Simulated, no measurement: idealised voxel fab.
You're looking at the process module voxel ribs on slabs.
For reference, the cross-section in this document is cut, with width 265 nm and square cells of 5 nm.
Notation: cross-section as square-cell grid; stated in bands, top first, going down; one or more cell rows per band.
Top height, bottom height, nm. Materials left to right, width each, nm. Single material + "edge to edge" = fills band edge to edge. "blank" = empty.
Heads up on the height convention: 0 is the point under which the incoming wafer is all one material, and the lowest band has no bottom, it just keeps going down, like "0 down".
Quick explanation for "30 to 40": the width changes in equal steps down the rows of cells, from the first number in the band's top row to the second number in its bottom row.
"remains unaltered", as given for a step, is the statement that not any cell of the cross-section underwent a change during that step.
If an empty space has no open way to the top and is at least 8 cells in size, "Voids lacking openings" lists it, written width x height at distance, where distance is measured from the left edge and every value is in nm.
Read whatever lies past the settings on a step's line as the simulator's own remark about the step.
"overlay nm", when on a step's line for a step with a mask, measures how far to the right of its planned place the mask lay; a negative measure means to the left.
**Process steps (planned)**
1. RECEIVE: material Si
2. DIRECTIONAL_DEP: material SiO2, thk nm 30
3. DIRECTIONAL_DEP: material SiN, thk nm 25
4. PATTERN: tone cover, mask id RIB, material resist, width nm 20, thk nm 15, overlay nm 0
5. DIRECTIONAL_ETCH: etch materials SiN, depth nm 15
6. STRIP: etch materials resist
7. PATTERN: tone cover, mask id SLAB, material resist, width nm 70, thk nm 20, overlay nm 0
8. DIRECTIONAL_ETCH: etch materials SiN, depth nm 10
9. STRIP: etch materials resist
10. FILL_DEP: material SiO2, thk nm 15
11. CMP: height nm 65
12. DIRECTIONAL_DEP: material W, thk nm 5
13. PATTERN: tone cover, mask id HEATER, material resist, width nm 30, thk nm 15, overlay nm 0
14. DIRECTIONAL_ETCH: etch materials W, depth nm 5
15. STRIP: etch materials resist
16. CONFORMAL_DEP: material SiO2, thk nm 10
**First wafer of two (run as planned)**
**Cross-sectional view of the wafer in its as-received condition, corresponding to the state after step 1**
- 0 down = Si edge to edge
- Voids lacking openings: none
**after step 2**
- 30 to 0 = SiO2 edge to edge
- Below 0, no change.
**after step 3**
- 55 to 30 = SiN edge to edge
- Below 30, no change.
**after step 4**
- 70 to 55 = 120 blank; 20 resist; 125 blank
- Below 55, no change.
**after step 5**
- 70 to 55 = 120 blank; 20 resist; 125 blank
- 55 to 40 = 120 blank; 20 SiN; 125 blank
- Below 40, no change.
**after step 6**
- 55 to 40 = 120 blank; 20 SiN; 125 blank
- Below 40, no change.
**after step 7**
- 75 to 55 = 95 blank; 70 resist; 100 blank
- 55 to 40 = 95 blank; 25 resist; 20 SiN; 25 resist; 100 blank
- Below 40, no change.
**after step 8**
- 75 to 55 = 95 blank; 70 resist; 100 blank
- 55 to 40 = 95 blank; 25 resist; 20 SiN; 25 resist; 100 blank
- 40 to 30 = 95 blank; 70 SiN; 100 blank
- Below 30, no change.
**after step 9**
- 55 to 40 = 120 blank; 20 SiN; 125 blank
- Below 40, no change.
**after step 10**
- 70 to 55 = SiO2 edge to edge
- 55 to 40 = 120 SiO2; 20 SiN; 125 SiO2
- 40 to 30 = 95 SiO2; 70 SiN; 100 SiO2
- Below 30, no change.
**after step 11**
- 65 to 55 = SiO2 edge to edge
- Below 55, no change.
**after step 12**
- 70 to 65 = W edge to edge
- Below 65, no change.
**after step 13**
- 85 to 70 = 115 blank; 30 resist; 120 blank
- Below 70, no change.
**after step 14**
- 85 to 70 = 115 blank; 30 resist; 120 blank
- 70 to 65 = 115 blank; 30 W; 120 blank
- Below 65, no change.
**after step 15**
- 70 to 65 = 115 blank; 30 W; 120 blank
- Below 65, no change.
**after step 16**
- 80 to 75 = 105 blank; 50 SiO2; 110 blank
- 75 to 70 = SiO2 edge to edge
- 70 to 65 = 115 SiO2; 30 W; 120 SiO2
- Below 65, no change.
**Second wafer, same starting conditions and recipe as the first, one mistake in executing it, nothing differs from the first up to and including step 6**
**Second wafer, section view, time point: scheduled end of step 7**
- 75 to 55 = 85 blank; 70 resist; 110 blank
- 55 to 40 = 85 blank; 35 resist; 20 SiN; 15 resist; 110 blank
- Below 40, no change.
**Second wafer, section view, time point: scheduled end of step 8**
- 75 to 55 = 85 blank; 70 resist; 110 blank
- 55 to 40 = 85 blank; 35 resist; 20 SiN; 15 resist; 110 blank
- 40 to 30 = 85 blank; 70 SiN; 110 blank
- Below 30, no change.
**Second wafer, section view, time point: scheduled end of step 9**
- 55 to 40 = 120 blank; 20 SiN; 125 blank
- Below 40, no change.
**Second wafer, section view, time point: scheduled end of step 10**
- 70 to 55 = SiO2 edge to edge
- 55 to 40 = 120 SiO2; 20 SiN; 125 SiO2
- 40 to 30 = 85 SiO2; 70 SiN; 110 SiO2
- Below 30, no change.
**Second wafer, section view, time point: scheduled end of step 11**
- 65 to 55 = SiO2 edge to edge
- Below 55, no change.
**Second wafer, section view, time point: scheduled end of step 12**
- 70 to 65 = W edge to edge
- Below 65, no change.
**Second wafer, section view, time point: scheduled end of step 13**
- 85 to 70 = 115 blank; 30 resist; 120 blank
- Below 70, no change.
**Second wafer, section view, time point: scheduled end of step 14**
- 85 to 70 = 115 blank; 30 resist; 120 blank
- 70 to 65 = 115 blank; 30 W; 120 blank
- Below 65, no change.
**Second wafer, section view, time point: scheduled end of step 15**
- 70 to 65 = 115 blank; 30 W; 120 blank
- Below 65, no change.
**Second wafer, section view, time point: scheduled end of step 16**
- 80 to 75 = 105 blank; 50 SiO2; 110 blank
- 75 to 70 = SiO2 edge to edge
- 70 to 65 = 115 SiO2; 30 W; 120 SiO2
- Below 65, no change.
Finding, execution versus plan: it should be noted that step 7 was executed with settings other than those planned, the operation and settings actually applied being PATTERN: tone cover, mask id SLAB, material resist, width nm 70, thk nm 20, overlay nm -10
End check, second vs first wafer: material counts in cells match, positions do not.
